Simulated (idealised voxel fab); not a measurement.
This section sets out a process module, namely voxel wiring stack.
We display cut, a cross-section 275 nm in width whose square cells are each 5 nm.
We lay out every cross-section as a grid of square cells and spell it out in bands from the top down, where one band means one or more rows of cells. This entry defines a band. It first specifies the height of the band's top and the height of its bottom in nm, and then specifies the band's materials from left to right, stating each material with its width in nm. The word "throughout" identifies a single material that fills the band from edge to edge, while the word "blank" identifies empty space. Beneath 0, the wafer as received is one material, and that level is where height counting begins. The lowest band goes on downward without a bottom; it is written like "z 0 and below". Quick explanation for "30 to 40": the width changes in equal steps down the rows of cells, from the first number in the band's top row to the second number in its bottom row. Any step labelled "changes: none" changed none of the cells in the cross-section. For the entry "Non-vented voids", the listed items are empty spaces with no open way to the top whose size is 8 cells or more; each item follows the pattern width x height at distance, where distance is from the left edge and all three are in nm. Heads up: the bit after the settings on a step's line is the simulator's remark on that step. A step's line can hold "overlay nm"; with a mask on that step, the setting says how far right of the planned place the mask lay, while a negative setting says it lay to the left.
Process steps (planned):
| 1 | RECEIVE (material Si) |
| 2 | CONFORMAL_DEP (material SiO2; thk nm 15) |
| 3 | DIRECTIONAL_DEP (material TiN; thk nm 5) |
| 4 | DIRECTIONAL_DEP (material Ru; thk nm 25) |
| 5 | DIRECTIONAL_DEP (material aC; thk nm 15) |
| 6 | PATTERN (tone cover; mask id METAL_1; material resist; width nm 20; pitch nm 40; thk nm 30; overlay nm 0) |
| 7 | DIRECTIONAL_ETCH (etch materials aC; depth nm 15) |
| 8 | STRIP (etch materials resist) |
| 9 | DIRECTIONAL_ETCH (etch materials Ru; depth nm 25) |
| 10 | DIRECTIONAL_ETCH (etch materials TiN; depth nm 5) |
| 11 | STRIP (etch materials aC) |
| 12 | FILL_DEP (material SiO2; thk nm 5) |
| 13 | CMP (height nm 45) |
| 14 | CONFORMAL_DEP (material SiCN; thk nm 5) |
| 15 | DIRECTIONAL_DEP (material lowk; thk nm 30) |
| 16 | PATTERN (tone open; mask id METAL_2_HOLES; material resist; width nm 15; pitch nm 80; thk nm 15; overlay nm 0) |
| 17 | DIRECTIONAL_ETCH (etch materials lowk; depth nm 30) |
| 18 | STRIP (etch materials resist) |
| 19 | PATTERN (tone open; mask id METAL_2; material resist; width nm 20; pitch nm 40; thk nm 15; overlay nm 0) |
| 20 | DIRECTIONAL_ETCH (etch materials lowk; depth nm 20) |
| 21 | DIRECTIONAL_ETCH (etch materials SiCN; depth nm 5) |
| 22 | STRIP (etch materials resist) |
| 23 | CONFORMAL_DEP (material TiN; thk nm 5) |
| 24 | FILL_DEP (material Ru; thk nm 5) |
| 25 | CMP (height nm 80) |
| 26 | CONFORMAL_DEP (material SiCN; thk nm 5) |
| 27 | DIRECTIONAL_DEP (material SiO2; thk nm 35) |
| 28 | DIRECTIONAL_DEP (material aC; thk nm 10) |
| 29 | PATTERN (tone open; mask id METAL_3; material resist; width nm 20; pitch nm 40; thk nm 30; overlay nm 0) |
| 30 | DIRECTIONAL_ETCH (etch materials aC; depth nm 10) |
| 31 | STRIP (etch materials resist) |
| 32 | DIRECTIONAL_ETCH (etch materials SiO2; depth nm 20) |
| 33 | STRIP (etch materials aC) |
| 34 | MASKED_ETCH (tone open; mask id METAL_3_HOLES; width nm 15; pitch nm 80; etch materials SiO2; depth nm 15; overlay nm 0) |
| 35 | MASKED_ETCH (tone open; mask id METAL_3_HOLES; width nm 15; pitch nm 80; etch materials SiCN; depth nm 5; overlay nm 0) |
| 36 | CONFORMAL_DEP (material TiN; thk nm 5) |
| 37 | FILL_DEP (material Cu; thk nm 10) |
| 38 | CMP (height nm 120) |
| 39 | CONFORMAL_DEP (material SiN; thk nm 5) |
Account of the first of two wafers, which was processed as intended:
Shown in cross-section is the wafer as received, that is, as it stands after step 1:
* z 0 and below: Si throughout
* Non-vented voids: none
You're looking at a cross-section of the wafer after step 2:
* z 15 to 0: SiO2 throughout
* Below a height of 0, the structure has not been altered.
You're looking at a cross-section of the wafer after step 3:
* z 20 to 15: TiN throughout
* Below a height of 15, the structure has not been altered.
You're looking at a cross-section of the wafer after step 4:
* z 45 to 20: Ru throughout
* Below a height of 20, the structure has not been altered.
You're looking at a cross-section of the wafer after step 5:
* z 60 to 45: aC throughout
* Below a height of 45, the structure has not been altered.
You're looking at a cross-section of the wafer after step 6:
* z 90 to 60: blank: 65, then resist: 20, then blank: 20, then resist: 20, then blank: 20, then resist: 20, then blank: 20, then resist: 20, then blank: 70
* Below a height of 60, the structure has not been altered.
You're looking at a cross-section of the wafer after step 7:
* z 75 to 60: blank: 65, then resist: 20, then blank: 20, then resist: 20, then blank: 20, then resist: 20, then blank: 20, then resist: 20, then blank: 70
* z 60 to 45: blank: 65, then aC: 20, then blank: 20, then aC: 20, then blank: 20, then aC: 20, then blank: 20, then aC: 20, then blank: 70
* Below a height of 45, the structure has not been altered.
You're looking at a cross-section of the wafer after step 8:
* z 60 to 45: blank: 65, then aC: 20, then blank: 20, then aC: 20, then blank: 20, then aC: 20, then blank: 20, then aC: 20, then blank: 70
* Below a height of 45, the structure has not been altered.
You're looking at a cross-section of the wafer after step 9:
* z 60 to 45: blank: 65, then aC: 20, then blank: 20, then aC: 20, then blank: 20, then aC: 20, then blank: 20, then aC: 20, then blank: 70
* z 45 to 20: blank: 65, then Ru: 20, then blank: 20, then Ru: 20, then blank: 20, then Ru: 20, then blank: 20, then Ru: 20, then blank: 70
* Below a height of 20, the structure has not been altered.
You're looking at a cross-section of the wafer after step 10:
* z 60 to 45: blank: 65, then aC: 20, then blank: 20, then aC: 20, then blank: 20, then aC: 20, then blank: 20, then aC: 20, then blank: 70
* z 45 to 20: blank: 65, then Ru: 20, then blank: 20, then Ru: 20, then blank: 20, then Ru: 20, then blank: 20, then Ru: 20, then blank: 70
* z 20 to 15: blank: 65, then TiN: 20, then blank: 20, then TiN: 20, then blank: 20, then TiN: 20, then blank: 20, then TiN: 20, then blank: 70
* Below a height of 15, the structure has not been altered.
You're looking at a cross-section of the wafer after step 11:
* z 45 to 20: blank: 65, then Ru: 20, then blank: 20, then Ru: 20, then blank: 20, then Ru: 20, then blank: 20, then Ru: 20, then blank: 70
* Below a height of 20, the structure has not been altered.
You're looking at a cross-section of the wafer after step 12:
* z 50 to 45: SiO2 throughout
* z 45 to 20: SiO2: 65, then Ru: 20, then SiO2: 20, then Ru: 20, then SiO2: 20, then Ru: 20, then SiO2: 20, then Ru: 20, then SiO2: 70
* z 20 to 15: SiO2: 65, then TiN: 20, then SiO2: 20, then TiN: 20, then SiO2: 20, then TiN: 20, then SiO2: 20, then TiN: 20, then SiO2: 70
* Below a height of 15, the structure has not been altered.
You're looking at a cross-section of the wafer after step 13:
* z 45 to 20: SiO2: 65, then Ru: 20, then SiO2: 20, then Ru: 20, then SiO2: 20, then Ru: 20, then SiO2: 20, then Ru: 20, then SiO2: 70
* Below a height of 20, the structure has not been altered.
You're looking at a cross-section of the wafer after step 14:
* z 50 to 45: SiCN throughout
* Below a height of 45, the structure has not been altered.
You're looking at a cross-section of the wafer after step 15:
* z 80 to 50: lowk throughout
* Below a height of 50, the structure has not been altered.
You're looking at a cross-section of the wafer after step 16:
* z 95 to 80: resist: 65, then blank: 15, then resist: 65, then blank: 15, then resist: 115
* Below a height of 80, the structure has not been altered.
You're looking at a cross-section of the wafer after step 17:
* z 95 to 80: resist: 65, then blank: 15, then resist: 65, then blank: 15, then resist: 115
* z 80 to 50: lowk: 65, then blank: 15, then lowk: 65, then blank: 15, then lowk: 115
* Below a height of 50, the structure has not been altered.
You're looking at a cross-section of the wafer after step 18:
* z 80 to 50: lowk: 65, then blank: 15, then lowk: 65, then blank: 15, then lowk: 115
* Below a height of 50, the structure has not been altered.
You're looking at a cross-section of the wafer after step 19:
* z 95 to 80: resist: 65, then blank: 20, then resist: 20, then blank: 20, then resist: 20, then blank: 20, then resist: 20, then blank: 20, then resist: 70
* Below a height of 80, the structure has not been altered.
You're looking at a cross-section of the wafer after step 20:
* z 95 to 80: resist: 65, then blank: 20, then resist: 20, then blank: 20, then resist: 20, then blank: 20, then resist: 20, then blank: 20, then resist: 70
* z 80 to 60: lowk: 65, then blank: 20, then lowk: 20, then blank: 20, then lowk: 20, then blank: 20, then lowk: 20, then blank: 20, then lowk: 70
* Below a height of 60, the structure has not been altered.
You're looking at a cross-section of the wafer after step 21:
* z 95 to 80: resist: 65, then blank: 20, then resist: 20, then blank: 20, then resist: 20, then blank: 20, then resist: 20, then blank: 20, then resist: 70
* z 80 to 60: lowk: 65, then blank: 20, then lowk: 20, then blank: 20, then lowk: 20, then blank: 20, then lowk: 20, then blank: 20, then lowk: 70
* z 60 to 50: lowk: 65, then blank: 15, then lowk: 65, then blank: 15, then lowk: 115
* z 50 to 45: SiCN: 65, then blank: 15, then SiCN: 65, then blank: 15, then SiCN: 115
* Below a height of 45, the structure has not been altered.
You're looking at a cross-section of the wafer after step 22:
* z 80 to 60: lowk: 65, then blank: 20, then lowk: 20, then blank: 20, then lowk: 20, then blank: 20, then lowk: 20, then blank: 20, then lowk: 70
* Below a height of 60, the structure has not been altered.
You're looking at a cross-section of the wafer after step 23:
* z 85 to 80: TiN: 70, then blank: 10, then TiN: 30, then blank: 10, then TiN: 30, then blank: 10, then TiN: 30, then blank: 10, then TiN: 75
* z 80 to 65: lowk: 65, then TiN: 5, then blank: 10, then TiN: 5, then lowk: 20, then TiN: 5, then blank: 10, then TiN: 5, then lowk: 20, then TiN: 5, then blank: 10, then TiN: 5, then lowk: 20, then TiN: 5, then blank: 10, then TiN: 5, then lowk: 70
* z 65 to 60: lowk: 65, then TiN: 5, then blank: 5, then TiN: 10, then lowk: 20, then TiN: 20, then lowk: 20, then TiN: 5, then blank: 5, then TiN: 10, then lowk: 20, then TiN: 20, then lowk: 70
* z 60 to 50: lowk: 65, then TiN: 5, then blank: 5, then TiN: 5, then lowk: 65, then TiN: 5, then blank: 5, then TiN: 5, then lowk: 115
* z 50 to 45: SiCN: 65, then TiN: 15, then SiCN: 65, then TiN: 15, then SiCN: 115
* Below a height of 45, the structure has not been altered.
You're looking at a cross-section of the wafer after step 24:
* z 90 to 85: Ru throughout
* z 85 to 80: TiN: 70, then Ru: 10, then TiN: 30, then Ru: 10, then TiN: 30, then Ru: 10, then TiN: 30, then Ru: 10, then TiN: 75
* z 80 to 65: lowk: 65, then TiN: 5, then Ru: 10, then TiN: 5, then lowk: 20, then TiN: 5, then Ru: 10, then TiN: 5, then lowk: 20, then TiN: 5, then Ru: 10, then TiN: 5, then lowk: 20, then TiN: 5, then Ru: 10, then TiN: 5, then lowk: 70
* z 65 to 60: lowk: 65, then TiN: 5, then Ru: 5, then TiN: 10, then lowk: 20, then TiN: 20, then lowk: 20, then TiN: 5, then Ru: 5, then TiN: 10, then lowk: 20, then TiN: 20, then lowk: 70
* z 60 to 50: lowk: 65, then TiN: 5, then Ru: 5, then TiN: 5, then lowk: 65, then TiN: 5, then Ru: 5, then TiN: 5, then lowk: 115
* Below a height of 50, the structure has not been altered.
You're looking at a cross-section of the wafer after step 25:
* z 80 to 65: lowk: 65, then TiN: 5, then Ru: 10, then TiN: 5, then lowk: 20, then TiN: 5, then Ru: 10, then TiN: 5, then lowk: 20, then TiN: 5, then Ru: 10, then TiN: 5, then lowk: 20, then TiN: 5, then Ru: 10, then TiN: 5, then lowk: 70
* Below a height of 65, the structure has not been altered.
You're looking at a cross-section of the wafer after step 26:
* z 85 to 80: SiCN throughout
* Below a height of 80, the structure has not been altered.
You're looking at a cross-section of the wafer after step 27:
* z 120 to 85: SiO2 throughout
* Below a height of 85, the structure has not been altered.
You're looking at a cross-section of the wafer after step 28:
* z 130 to 120: aC throughout
* Below a height of 120, the structure has not been altered.
You're looking at a cross-section of the wafer after step 29:
* z 160 to 130: resist: 65, then blank: 20, then resist: 20, then blank: 20, then resist: 20, then blank: 20, then resist: 20, then blank: 20, then resist: 70
* Below a height of 130, the structure has not been altered.
You're looking at a cross-section of the wafer after step 30:
* z 150 to 130: resist: 65, then blank: 20, then resist: 20, then blank: 20, then resist: 20, then blank: 20, then resist: 20, then blank: 20, then resist: 70
* z 130 to 120: aC: 65, then blank: 20, then aC: 20, then blank: 20, then aC: 20, then blank: 20, then aC: 20, then blank: 20, then aC: 70
* Below a height of 120, the structure has not been altered.
You're looking at a cross-section of the wafer after step 31:
* z 130 to 120: aC: 65, then blank: 20, then aC: 20, then blank: 20, then aC: 20, then blank: 20, then aC: 20, then blank: 20, then aC: 70
* Below a height of 120, the structure has not been altered.
You're looking at a cross-section of the wafer after step 32:
* z 130 to 120: aC: 65, then blank: 20, then aC: 20, then blank: 20, then aC: 20, then blank: 20, then aC: 20, then blank: 20, then aC: 70
* z 120 to 100: SiO2: 65, then blank: 20, then SiO2: 20, then blank: 20, then SiO2: 20, then blank: 20, then SiO2: 20, then blank: 20, then SiO2: 70
* Below a height of 100, the structure has not been altered.
You're looking at a cross-section of the wafer after step 33:
* z 120 to 100: SiO2: 65, then blank: 20, then SiO2: 20, then blank: 20, then SiO2: 20, then blank: 20, then SiO2: 20, then blank: 20, then SiO2: 70
* Below a height of 100, the structure has not been altered.
You're looking at a cross-section of the wafer after step 34:
* z 120 to 100: SiO2: 65, then blank: 20, then SiO2: 20, then blank: 20, then SiO2: 20, then blank: 20, then SiO2: 20, then blank: 20, then SiO2: 70
* z 100 to 85: SiO2: 65, then blank: 15, then SiO2: 65, then blank: 15, then SiO2: 115
* Below a height of 85, the structure has not been altered.
You're looking at a cross-section of the wafer after step 35:
* z 120 to 100: SiO2: 65, then blank: 20, then SiO2: 20, then blank: 20, then SiO2: 20, then blank: 20, then SiO2: 20, then blank: 20, then SiO2: 70
* z 100 to 85: SiO2: 65, then blank: 15, then SiO2: 65, then blank: 15, then SiO2: 115
* z 85 to 80: SiCN: 65, then blank: 15, then SiCN: 65, then blank: 15, then SiCN: 115
* Below a height of 80, the structure has not been altered.
You're looking at a cross-section of the wafer after step 36:
* z 125 to 120: TiN: 70, then blank: 10, then TiN: 30, then blank: 10, then TiN: 30, then blank: 10, then TiN: 30, then blank: 10, then TiN: 75
* z 120 to 105: SiO2: 65, then TiN: 5, then blank: 10, then TiN: 5, then SiO2: 20, then TiN: 5, then blank: 10, then TiN: 5, then SiO2: 20, then TiN: 5, then blank: 10, then TiN: 5, then SiO2: 20, then TiN: 5, then blank: 10, then TiN: 5, then SiO2: 70
* z 105 to 100: SiO2: 65, then TiN: 5, then blank: 5, then TiN: 10, then SiO2: 20, then TiN: 20, then SiO2: 20, then TiN: 5, then blank: 5, then TiN: 10, then SiO2: 20, then TiN: 20, then SiO2: 70
* z 100 to 85: SiO2: 65, then TiN: 5, then blank: 5, then TiN: 5, then SiO2: 65, then TiN: 5, then blank: 5, then TiN: 5, then SiO2: 115
* z 85 to 80: SiCN: 65, then TiN: 15, then SiCN: 65, then TiN: 15, then SiCN: 115
* Below a height of 80, the structure has not been altered.
You're looking at a cross-section of the wafer after step 37:
* z 135 to 125: Cu throughout
* z 125 to 120: TiN: 70, then Cu: 10, then TiN: 30, then Cu: 10, then TiN: 30, then Cu: 10, then TiN: 30, then Cu: 10, then TiN: 75
* z 120 to 105: SiO2: 65, then TiN: 5, then Cu: 10, then TiN: 5, then SiO2: 20, then TiN: 5, then Cu: 10, then TiN: 5, then SiO2: 20, then TiN: 5, then Cu: 10, then TiN: 5, then SiO2: 20, then TiN: 5, then Cu: 10, then TiN: 5, then SiO2: 70
* z 105 to 100: SiO2: 65, then TiN: 5, then Cu: 5, then TiN: 10, then SiO2: 20, then TiN: 20, then SiO2: 20, then TiN: 5, then Cu: 5, then TiN: 10, then SiO2: 20, then TiN: 20, then SiO2: 70
* z 100 to 85: SiO2: 65, then TiN: 5, then Cu: 5, then TiN: 5, then SiO2: 65, then TiN: 5, then Cu: 5, then TiN: 5, then SiO2: 115
* Below a height of 85, the structure has not been altered.
You're looking at a cross-section of the wafer after step 38:
* z 120 to 105: SiO2: 65, then TiN: 5, then Cu: 10, then TiN: 5, then SiO2: 20, then TiN: 5, then Cu: 10, then TiN: 5, then SiO2: 20, then TiN: 5, then Cu: 10, then TiN: 5, then SiO2: 20, then TiN: 5, then Cu: 10, then TiN: 5, then SiO2: 70
* Below a height of 105, the structure has not been altered.
You're looking at a cross-section of the wafer after step 39:
* z 125 to 120: SiN throughout
* Below a height of 120, the structure has not been altered.
Second wafer, same starting state and plan as the first, one mistake in the run, identical through step 25:
Here is the second wafer in cross-section at the point where step 26 of the plan should have been done:
* z 95 to 80: SiCN throughout
* Below a height of 80, the structure has not been altered.
Here is the second wafer in cross-section at the point where step 27 of the plan should have been done:
* z 130 to 95: SiO2 throughout
* Below a height of 95, the structure has not been altered.
Here is the second wafer in cross-section at the point where step 28 of the plan should have been done:
* z 140 to 130: aC throughout
* Below a height of 130, the structure has not been altered.
Here is the second wafer in cross-section at the point where step 29 of the plan should have been done:
* z 170 to 140: resist: 65, then blank: 20, then resist: 20, then blank: 20, then resist: 20, then blank: 20, then resist: 20, then blank: 20, then resist: 70
* Below a height of 140, the structure has not been altered.
Here is the second wafer in cross-section at the point where step 30 of the plan should have been done:
* z 160 to 140: resist: 65, then blank: 20, then resist: 20, then blank: 20, then resist: 20, then blank: 20, then resist: 20, then blank: 20, then resist: 70
* z 140 to 130: aC: 65, then blank: 20, then aC: 20, then blank: 20, then aC: 20, then blank: 20, then aC: 20, then blank: 20, then aC: 70
* Below a height of 130, the structure has not been altered.
Here is the second wafer in cross-section at the point where step 31 of the plan should have been done:
* z 140 to 130: aC: 65, then blank: 20, then aC: 20, then blank: 20, then aC: 20, then blank: 20, then aC: 20, then blank: 20, then aC: 70
* Below a height of 130, the structure has not been altered.
Here is the second wafer in cross-section at the point where step 32 of the plan should have been done:
* z 140 to 130: aC: 65, then blank: 20, then aC: 20, then blank: 20, then aC: 20, then blank: 20, then aC: 20, then blank: 20, then aC: 70
* z 130 to 110: SiO2: 65, then blank: 20, then SiO2: 20, then blank: 20, then SiO2: 20, then blank: 20, then SiO2: 20, then blank: 20, then SiO2: 70
* Below a height of 110, the structure has not been altered.
Here is the second wafer in cross-section at the point where step 33 of the plan should have been done:
* z 130 to 110: SiO2: 65, then blank: 20, then SiO2: 20, then blank: 20, then SiO2: 20, then blank: 20, then SiO2: 20, then blank: 20, then SiO2: 70
* Below a height of 110, the structure has not been altered.
Here is the second wafer in cross-section at the point where step 34 of the plan should have been done:
* z 130 to 110: SiO2: 65, then blank: 20, then SiO2: 20, then blank: 20, then SiO2: 20, then blank: 20, then SiO2: 20, then blank: 20, then SiO2: 70
* z 110 to 95: SiO2: 65, then blank: 15, then SiO2: 65, then blank: 15, then SiO2: 115
* Below a height of 95, the structure has not been altered.
Here is the second wafer in cross-section at the point where step 35 of the plan should have been done:
* z 130 to 110: SiO2: 65, then blank: 20, then SiO2: 20, then blank: 20, then SiO2: 20, then blank: 20, then SiO2: 20, then blank: 20, then SiO2: 70
* z 110 to 95: SiO2: 65, then blank: 15, then SiO2: 65, then blank: 15, then SiO2: 115
* z 95 to 90: SiCN: 65, then blank: 15, then SiCN: 65, then blank: 15, then SiCN: 115
* Below a height of 90, the structure has not been altered.
Here is the second wafer in cross-section at the point where step 36 of the plan should have been done:
* z 135 to 130: TiN: 70, then blank: 10, then TiN: 30, then blank: 10, then TiN: 30, then blank: 10, then TiN: 30, then blank: 10, then TiN: 75
* z 130 to 115: SiO2: 65, then TiN: 5, then blank: 10, then TiN: 5, then SiO2: 20, then TiN: 5, then blank: 10, then TiN: 5, then SiO2: 20, then TiN: 5, then blank: 10, then TiN: 5, then SiO2: 20, then TiN: 5, then blank: 10, then TiN: 5, then SiO2: 70
* z 115 to 110: SiO2: 65, then TiN: 5, then blank: 5, then TiN: 10, then SiO2: 20, then TiN: 20, then SiO2: 20, then TiN: 5, then blank: 5, then TiN: 10, then SiO2: 20, then TiN: 20, then SiO2: 70
* z 110 to 95: SiO2: 65, then TiN: 5, then blank: 5, then TiN: 5, then SiO2: 65, then TiN: 5, then blank: 5, then TiN: 5, then SiO2: 115
* z 95 to 90: SiCN: 65, then TiN: 15, then SiCN: 65, then TiN: 15, then SiCN: 115
* Below a height of 90, the structure has not been altered.
Here is the second wafer in cross-section at the point where step 37 of the plan should have been done:
* z 145 to 135: Cu throughout
* z 135 to 130: TiN: 70, then Cu: 10, then TiN: 30, then Cu: 10, then TiN: 30, then Cu: 10, then TiN: 30, then Cu: 10, then TiN: 75
* z 130 to 115: SiO2: 65, then TiN: 5, then Cu: 10, then TiN: 5, then SiO2: 20, then TiN: 5, then Cu: 10, then TiN: 5, then SiO2: 20, then TiN: 5, then Cu: 10, then TiN: 5, then SiO2: 20, then TiN: 5, then Cu: 10, then TiN: 5, then SiO2: 70
* z 115 to 110: SiO2: 65, then TiN: 5, then Cu: 5, then TiN: 10, then SiO2: 20, then TiN: 20, then SiO2: 20, then TiN: 5, then Cu: 5, then TiN: 10, then SiO2: 20, then TiN: 20, then SiO2: 70
* z 110 to 95: SiO2: 65, then TiN: 5, then Cu: 5, then TiN: 5, then SiO2: 65, then TiN: 5, then Cu: 5, then TiN: 5, then SiO2: 115
* Below a height of 95, the structure has not been altered.
Here is the second wafer in cross-section at the point where step 38 of the plan should have been done:
* z 120 to 115: SiO2: 65, then TiN: 5, then Cu: 10, then TiN: 5, then SiO2: 20, then TiN: 5, then Cu: 10, then TiN: 5, then SiO2: 20, then TiN: 5, then Cu: 10, then TiN: 5, then SiO2: 20, then TiN: 5, then Cu: 10, then TiN: 5, then SiO2: 70
* Below a height of 115, the structure has not been altered.
Here is the second wafer in cross-section at the point where step 39 of the plan should have been done:
* z 125 to 120: SiN throughout
* Below a height of 120, the structure has not been altered.
So what did we get wrong on this run? for step 26, the planned setting was not used; the step was instead run as CONFORMAL_DEP (material SiCN; thk nm 15)
At the finish, the second wafer shows more or fewer cells for some materials than the first does: 16 fewer of Cu | 110 more of SiCN | 78 fewer of SiO2 | 16 fewer of TiN
